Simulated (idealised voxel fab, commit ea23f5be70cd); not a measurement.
process module | voxel capacitor over wiring
cross-section cut | 245 nm wide | cells 5 nm
A cross-section is a grid of square cells, given in bands from the top down. A band is one or more rows of cells.
Each band's line starts with the height of the band's top and of its bottom, in nm. Then come its materials from left to right, each with its width in nm. One material with "throughout" fills the band from edge to edge. "air" is empty space.
Height 0 is the level under which the wafer as received is all one material. The lowest band goes on downwards, as in "0 down".
A width such as "30 to 40" changes by the same amount from each row of cells to the next, from the band's top row to its bottom row.
"no change" after a step means that no cell of the cross-section changed.
closed voids: empty space of 8 cells or more with no open way to the top, each as width x height at its distance from the left edge, in nm
after a step's settings: what the simulator itself notes on the step
overlay nm, on a step with a mask: how far to the right of its planned place the mask lay; to the left if negative
plan
1 op RECEIVE | material Si
2 op CONFORMAL_DEP | material SiO2 | thk nm 15
3 op CONFORMAL_DEP | material SiN | thk nm 5
4 op DIRECTIONAL_DEP | material SiO2 | thk nm 15
5 op MASKED_ETCH | tone open | mask id METAL_1 | width nm 30 | pitch nm 100 | etch materials SiO2 | depth nm 15 | overlay nm 0
6 op MASKED_ETCH | tone open | mask id METAL_1 | width nm 30 | pitch nm 100 | etch materials SiN | depth nm 5 | overlay nm 0
7 op CONFORMAL_DEP | material TiN | thk nm 5
8 op FILL_DEP | material W | thk nm 10
9 op CMP | height nm 35
10 op EPI | material Ru | thk nm 5
11 op FILL_DEP | material SiCN | thk nm 5
12 op DIRECTIONAL_DEP | material SiO2 | thk nm 20
13 op DIRECTIONAL_DEP | material aC | thk nm 15
14 op PATTERN | tone open | mask id PLUG_1 | material resist | width nm 15 | thk nm 35 | overlay nm 0
15 op DIRECTIONAL_ETCH | etch materials aC | depth nm 15
16 op STRIP | etch materials resist
17 op DIRECTIONAL_ETCH | etch materials SiO2 | depth nm 20
18 op DIRECTIONAL_ETCH | etch materials SiCN | depth nm 5
19 op STRIP | etch materials aC
20 op CONFORMAL_DEP | material TiN | thk nm 5
21 op FILL_DEP | material Ru | thk nm 5
22 op CMP | height nm 65
23 op DIRECTIONAL_DEP | material TiN | thk nm 5
24 op DIRECTIONAL_DEP | material SiN | thk nm 5
25 op DIRECTIONAL_DEP | material TiN | thk nm 5
26 op DIRECTIONAL_DEP | material aC | thk nm 15
27 op PATTERN | tone cover | mask id UPPER_PLATE | material resist | width nm 75 | thk nm 30 | overlay nm 0
28 op DIRECTIONAL_ETCH | etch materials aC | depth nm 15
29 op STRIP | etch materials resist
30 op DIRECTIONAL_ETCH | etch materials TiN | depth nm 5
31 op DIRECTIONAL_ETCH | etch materials SiN | depth nm 5
32 op STRIP | etch materials aC
33 op DIRECTIONAL_DEP | material aC | thk nm 15
34 op PATTERN | tone cover | mask id LOWER_PLATE | material resist | width nm 85 | thk nm 30 | overlay nm 0
35 op DIRECTIONAL_ETCH | etch materials aC | depth nm 15
36 op STRIP | etch materials resist
37 op DIRECTIONAL_ETCH | etch materials TiN | depth nm 5
38 op STRIP | etch materials aC
39 op FILL_DEP | material SiO2 | thk nm 20
40 op CMP | height nm 95
41 op PATTERN | tone open | mask id PLUG_2 | material resist | width nm 15 | thk nm 20 | overlay nm 0
42 op DIRECTIONAL_ETCH | etch materials SiO2 | depth nm 15
43 op STRIP | etch materials resist
44 op CONFORMAL_DEP | material TiN | thk nm 5
45 op FILL_DEP | material Ru | thk nm 10
46 op CMP | height nm 95
47 op CONFORMAL_DEP | material SiN | thk nm 5
as received, after step 1
  0 down: Si throughout
  closed voids: none
first wafer at the end, as planned
  100 to 95: SiN throughout
  95 to 85: SiO2 80 | TiN 5 | Ru 5 | TiN 5 | SiO2 150
  85 to 75: SiO2 80 to 70 | TiN 15 to 75 | SiO2 150 to 100
  75 to 70: SiO2 70 | SiN 75 | SiO2 100
  70 to 65: SiO2 65 | TiN 85 | SiO2 95
  65 to 45: SiO2 70 | TiN 5 | Ru 5 | TiN 5 | SiO2 160
  45 to 40: SiCN 70 | TiN 15 | SiCN 160
  40 to 35: SiCN 50 | Ru 40 | SiCN 60 | Ru 40 | SiCN 55
  35 to 20: SiO2 55 | TiN 5 | W 20 | TiN 5 | SiO2 70 | TiN 5 | W 20 | TiN 5 | SiO2 60
  20 to 15: SiN 55 | TiN 30 | SiN 70 | TiN 30 | SiN 60
  15 to 0: SiO2 throughout
  0 down: Si throughout
  closed voids: none
second wafer at the end: like start, like plan, one mistake
  100 to 95: SiN throughout
  95 to 85: SiO2 80 | TiN 5 | Ru 5 | TiN 5 | SiO2 150
  85 to 75: SiO2 80 to 75 | TiN 15 to 70 | SiO2 150 to 100
  75 to 70: SiO2 75 | SiN 70 | SiO2 100
  70 to 65: SiO2 65 | TiN 85 | SiO2 95
  65 to 45: SiO2 70 | TiN 5 | Ru 5 | TiN 5 | SiO2 160
  45 to 40: SiCN 70 | TiN 15 | SiCN 160
  40 to 35: SiCN 50 | Ru 40 | SiCN 60 | Ru 40 | SiCN 55
  35 to 20: SiO2 55 | TiN 5 | W 20 | TiN 5 | SiO2 70 | TiN 5 | W 20 | TiN 5 | SiO2 60
  20 to 15: SiN 55 | TiN 30 | SiN 70 | TiN 30 | SiN 60
  15 to 0: SiO2 throughout
  0 down: Si throughout
  closed voids: none
what went wrong: step 27 ran as: op PATTERN | tone cover | mask id UPPER_PLATE | material resist | width nm 70 | thk nm 30 | overlay nm 0
at the end the second wafer has, in cells: 1 fewer of SiN | 2 more of SiO2 | 1 fewer of TiN
